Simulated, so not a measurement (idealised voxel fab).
Process module, titled voxel gate over fins
Shown is cross-section cut, with a width of 300 nm and square cells of size 5 nm.
Format of a cross-section: grid, square cells. Given as bands. Order: top down. Band: one or more rows of cells.
It is stipulated that each band's entry specify, in nanometres, the height of the top of the band and then that of its bottom, followed by the materials of the band in left-to-right sequence, each together with its width in nanometres. A single material marked by the word "full width" is understood to fill the band from edge to edge; the word "blank" is understood to denote empty space.
Measure heights from 0. That's the level where, below it, the as-received wafer is all one material. The lowest band is bottomless and extends downward; write it as in "0 -> down".
So if you see something like "30 to 40" for the width, read it as the top row of the band sitting at the first number and the bottom row at the second, with every row in between moving by the same amount as the last.
Where the words "nothing got changed" appear for a step, the cross-section shows no cell changed by that step; every cell remained as before.
"Non-vented voids" lists enclosed empty spaces (at least 8 cells, no open path upward to the top), each as width x height at distance from the left edge, in nm.
Note: text after step settings on the step line = simulator remark on that step.
For masked steps, "overlay nm" on the step line gives how far right of plan the mask actually lay; a minus sign means it lay to the left.
-- Process steps (planned)
1 RECEIVE | material Si
2 CONFORMAL_DEP | material SiN | thk nm 5
3 MASKED_ETCH | tone cover | mask id FINS | width nm 15 | pitch nm 40 | etch materials SiN | depth nm 5 | overlay nm 0
4 MASKED_ETCH | tone cover | mask id FINS | width nm 15 | pitch nm 40 | etch materials Si | depth nm 40 | overlay nm 0
5 OXIDIZE | depth nm 5
6 FILL_DEP | material SiO2 | thk nm 15
7 CMP | height nm 5
8 SELECTIVE_ETCH | etch materials SiO2 | depth nm 20
9 STRIP | etch materials SiN
10 CONFORMAL_DEP | material HfO2 | thk nm 5
11 CONFORMAL_DEP | material TiN | thk nm 5
12 FILL_DEP | material W | thk nm 15
13 CMP | height nm 20
14 CONFORMAL_DEP | material SiN | thk nm 5
-- Cross-section, incoming material, after step 1
	0 -> down | Si full width
	Non-vented voids: none
-- Cross-section, first of two wafers, end of module, run as planned
	25 -> 20 | SiN full width
	20 -> 10 | W full width
	10 -> 5 | 95 nm W, then 25 nm TiN, then 15 nm W, then 25 nm TiN, then 15 nm W, then 25 nm TiN, then 100 nm W
	5 -> 0 | 95 nm W, then 5 nm TiN, then 15 nm HfO2, then 5 nm TiN, then 15 nm W, then 5 nm TiN, then 15 nm HfO2, then 5 nm TiN, then 15 nm W, then 5 nm TiN, then 15 nm HfO2, then 5 nm TiN, then 100 nm W
	0 -> -5 | 95 nm W, then 5 nm TiN, then 5 nm HfO2, then 5 nm Si, then 5 nm HfO2, then 5 nm TiN, then 15 nm W, then 5 nm TiN, then 5 nm HfO2, then 5 nm Si, then 5 nm HfO2, then 5 nm TiN, then 15 nm W, then 5 nm TiN, then 5 nm HfO2, then 5 nm Si, then 5 nm HfO2, then 5 nm TiN, then 100 nm W
	-5 -> -10 | 100 nm TiN, then 5 nm HfO2, then 5 nm Si, then 5 nm HfO2, then 25 nm TiN, then 5 nm HfO2, then 5 nm Si, then 5 nm HfO2, then 25 nm TiN, then 5 nm HfO2, then 5 nm Si, then 5 nm HfO2, then 105 nm TiN
	-10 -> -15 | 105 nm HfO2, then 5 nm Si, then 35 nm HfO2, then 5 nm Si, then 35 nm HfO2, then 5 nm Si, then 110 nm HfO2
	-15 -> -45 | 105 nm SiO2, then 5 nm Si, then 35 nm SiO2, then 5 nm Si, then 35 nm SiO2, then 5 nm Si, then 110 nm SiO2
	-45 -> down | Si full width
	Non-vented voids: none
-- So this is wafer number two of the two, cut at the end of the module - it started where the first did and had the same plan, we just got one thing wrong running it
	25 -> 20 | SiN full width
	20 -> 10 | W full width
	10 -> 5 | 85 nm W, then 25 nm TiN, then 15 nm W, then 25 nm TiN, then 15 nm W, then 25 nm TiN, then 110 nm W
	5 -> 0 | 85 nm W, then 5 nm TiN, then 15 nm HfO2, then 15 nm TiN, then 5 nm W, then 5 nm TiN, then 15 nm HfO2, then 15 nm TiN, then 5 nm W, then 5 nm TiN, then 15 nm HfO2, then 15 nm TiN, then 100 nm W
	0 -> -5 | 85 nm W, then 5 nm TiN, then 5 nm HfO2, then 5 nm Si, then 15 nm HfO2, then 5 nm TiN, then 5 nm W, then 5 nm TiN, then 5 nm HfO2, then 5 nm Si, then 15 nm HfO2, then 5 nm TiN, then 5 nm W, then 5 nm TiN, then 5 nm HfO2, then 5 nm Si, then 15 nm HfO2, then 5 nm TiN, then 100 nm W
	-5 -> -10 | 90 nm TiN, then 5 nm HfO2, then 15 nm Si, then 5 nm HfO2, then 15 nm TiN, then 5 nm HfO2, then 15 nm Si, then 5 nm HfO2, then 15 nm TiN, then 5 nm HfO2, then 15 nm Si, then 5 nm HfO2, then 105 nm TiN
	-10 -> -15 | 95 nm HfO2, then 15 nm Si, then 25 nm HfO2, then 15 nm Si, then 25 nm HfO2, then 15 nm Si, then 110 nm HfO2
	-15 -> -45 | 95 nm SiO2, then 15 nm Si, then 25 nm SiO2, then 15 nm Si, then 25 nm SiO2, then 15 nm Si, then 110 nm SiO2
	-45 -> down | Si full width
	Non-vented voids: none
What broke from the plan during processing? step 3 went in with a setting other than planned; the actual run was MASKED_ETCH | tone cover | mask id FINS | width nm 15 | pitch nm 40 | etch materials SiN | depth nm 5 | overlay nm -10
Final tally in cells, some materials are higher or lower on the second wafer than on the first: 48 more of Si, 36 fewer of SiO2, 12 fewer of W
